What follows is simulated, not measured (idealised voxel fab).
The process module presented herein is designated voxel transistor to metal.
In the cross-section labelled cut, the width is 155 nm and each square cell is 5 nm.
How to read a cross-section here: the picture is a grid of square cells, written as bands going from the top down, and any band can span one or more rows of cells. It is stipulated that each band's entry specify, in nanometres, the height of the top of the band and then that of its bottom, followed by the materials of the band in left-to-right sequence, each together with its width in nanometres. A single material marked by the word "all across" is understood to fill the band from edge to edge; the word "empty" is understood to denote empty space. Counting heights begins at 0, where everything beneath is, in the wafer as received, one material. The lowest band has no bottom; it goes on downwards, as "0..down" shows. When a width is written as two numbers, as in "30..40", the first number is the width in the top row of cells of the band and the second is the width in its bottom row, and the width changes by the same amount from each row to the next. It should be understood that the words "remained the same", when stated for a given step, signify that the cross-section underwent no change in any of its cells during that step. In the "Closed cavity list" entry, you get each enclosed empty space of 8 cells or more, one with no open way to the top, written width x height at distance, distance from the left edge, in nm. Read whatever lies past the settings on a step's line as the simulator's own remark about the step. overlay nm: for a step with a mask, the amount by which the mask lay right of where it was planned; a negative amount means left of it.
These are the steps we planned for the process:
1,RECEIVE [material Si]
2,OXIDIZE [depth nm 5]
3,CONFORMAL_DEP [material SiN] [thk nm 10]
4,PATTERN [tone cover] [mask id ACTIVE] [material resist] [width nm 100] [thk nm 20] [overlay nm 0]
5,DIRECTIONAL_ETCH [etch materials SiN] [depth nm 10]
6,DIRECTIONAL_ETCH [etch materials SiO2] [depth nm 5]
7,DIRECTIONAL_ETCH [etch materials Si] [depth nm 20]
8,STRIP [etch materials resist]
9,OXIDIZE [depth nm 5]
10,FILL_DEP [material SiO2] [thk nm 5]
11,CMP [height nm 10]
12,SELECTIVE_ETCH [etch materials SiO2] [depth nm 10]
13,STRIP [etch materials SiN]
14,SELECTIVE_ETCH [etch materials SiO2] [depth nm 5]
15,OXIDIZE [depth nm 5]
16,DIRECTIONAL_DEP [material polySi] [thk nm 20]
17,DIRECTIONAL_DEP [material SiCN] [thk nm 10]
18,PATTERN [tone cover] [mask id GATE] [material resist] [width nm 20] [thk nm 20] [overlay nm 0]
19,DIRECTIONAL_ETCH [etch materials SiCN] [depth nm 20]
20,DIRECTIONAL_ETCH [etch materials polySi] [depth nm 30]
21,STRIP [etch materials resist]
22,CONFORMAL_DEP [material SiN] [thk nm 5]
23,DIRECTIONAL_ETCH [etch materials SiN] [depth nm 5]
24,DIRECTIONAL_ETCH [etch materials SiO2] [depth nm 5]
25,DIRECTIONAL_ETCH [etch materials Si] [depth nm 5]
26,EPI [material pSi] [thk nm 5]
27,FILL_DEP [material SiO2] [thk nm 10]
28,CMP [height nm 25]
29,DIRECTIONAL_DEP [material SiO2] [thk nm 15]
30,PATTERN [tone open] [mask id CONTACT] [material resist] [width nm 30] [pitch nm 60] [thk nm 15] [overlay nm 0]
31,DIRECTIONAL_ETCH [etch materials SiO2] [depth nm 50]
32,STRIP [etch materials resist]
33,CONFORMAL_DEP [material TiN] [thk nm 5]
34,FILL_DEP [material Ru] [thk nm 10]
35,CMP [height nm 40]
36,CONFORMAL_DEP [material SiCN] [thk nm 5]
37,DIRECTIONAL_DEP [material SiO2] [thk nm 20]
38,DIRECTIONAL_DEP [material aC] [thk nm 10]
39,PATTERN [tone open] [mask id METAL_1] [material resist] [width nm 20] [pitch nm 70] [thk nm 25] [overlay nm 0]
40,DIRECTIONAL_ETCH [etch materials aC] [depth nm 10]
41,STRIP [etch materials resist]
42,DIRECTIONAL_ETCH [etch materials SiO2] [depth nm 20]
43,DIRECTIONAL_ETCH [etch materials SiCN] [depth nm 5]
44,STRIP [etch materials aC]
45,CONFORMAL_DEP [material TiN] [thk nm 5]
46,FILL_DEP [material Ru] [thk nm 10]
47,CMP [height nm 65]
48,EPI [material Ru] [thk nm 5]
49,FILL_DEP [material SiCN] [thk nm 5]
50,DIRECTIONAL_DEP [material lowk] [thk nm 30]
51,MASKED_ETCH [tone open] [mask id METAL_2] [width nm 20] [pitch nm 70] [etch materials lowk] [depth nm 15] [overlay nm 0]
52,MASKED_ETCH [tone open] [mask id METAL_2_HOLES] [width nm 15] [pitch nm 70] [etch materials lowk] [depth nm 15] [overlay nm 0]
53,MASKED_ETCH [tone open] [mask id METAL_2_HOLES] [width nm 15] [pitch nm 70] [etch materials SiCN] [depth nm 5] [overlay nm 0]
54,CONFORMAL_DEP [material TiN] [thk nm 5]
55,FILL_DEP [material Ru] [thk nm 10]
56,CMP [height nm 105]
57,CONFORMAL_DEP [material SiN] [thk nm 5]
Cross-section of the wafer as it came to us, i.e., already through step 1:
> 0..down | Si all across
> Closed cavity list: none
Below is the wafer in cross-section after the module was completed. It began from the starting point shown above and followed the plan shown above, except that one mistake was made while running it:
> 110..105 | SiN all across
> 105..95 | lowk=30; TiN=5; Ru=10; TiN=5; lowk=50; TiN=5; Ru=10; TiN=5; lowk=35
> 95..90 | lowk=30; TiN=5; Ru=5; TiN=10; lowk=50; TiN=5; Ru=5; TiN=10; lowk=35
> 90..75 | lowk=30; TiN=5; Ru=5; TiN=5; lowk=55; TiN=5; Ru=5; TiN=5; lowk=40
> 75..70 | SiCN=30; TiN=15; SiCN=55; TiN=15; SiCN=40
> 70..65 | SiCN=25; Ru=30; SiCN=40; Ru=30; SiCN=30
> 65..45 | SiO2=30; TiN=5; Ru=10; TiN=5; SiO2=50; TiN=5; Ru=10; TiN=5; SiO2=35
> 45..40 | SiCN=30; TiN=20; SiCN=50; TiN=20; SiCN=35
> 40..30 | SiO2=25; TiN=5; Ru=20; TiN=5; SiO2=30; TiN=5; Ru=20; TiN=5; SiO2=40
> 30..25 | SiO2=25; TiN=5; Ru=20; TiN=5; SiO2=30; TiN=10; Ru=15; TiN=5; SiO2=40
> 25..15 | SiO2=25; TiN=5; Ru=20; TiN=5; SiO2=5; SiN=5; SiCN=20; SiN=5; TiN=5; Ru=15; TiN=5; SiO2=40
> 15..0 | SiO2=25; TiN=5; Ru=20; TiN=5; SiO2=5; SiN=5; polySi=20; SiN=5; TiN=5; Ru=15; TiN=5; SiO2=40
> 0..-5 | SiO2=25; TiN=5; Ru=20; TiN=5; SiO2=5; SiN=5; polySi=20; SiN=5; TiN=10; Ru=10; TiN=5; SiO2=40
> -5..-10 | SiO2=25; TiN=30; pSi=5; SiO2=30; pSi=5; TiN=20; SiO2=40
> -10..-15 | SiO2=30; pSi=30; Si=30; pSi=30; SiO2=35
> -15..-30 | SiO2=30; Si=90; SiO2=35
> -30..down | Si all across
> Closed cavity list: none
Deviation from plan: step 30 was not run as planned; what actually ran was PATTERN [tone open] [mask id CONTACT] [material resist] [width nm 30] [pitch nm 60] [thk nm 15] [overlay nm -5]
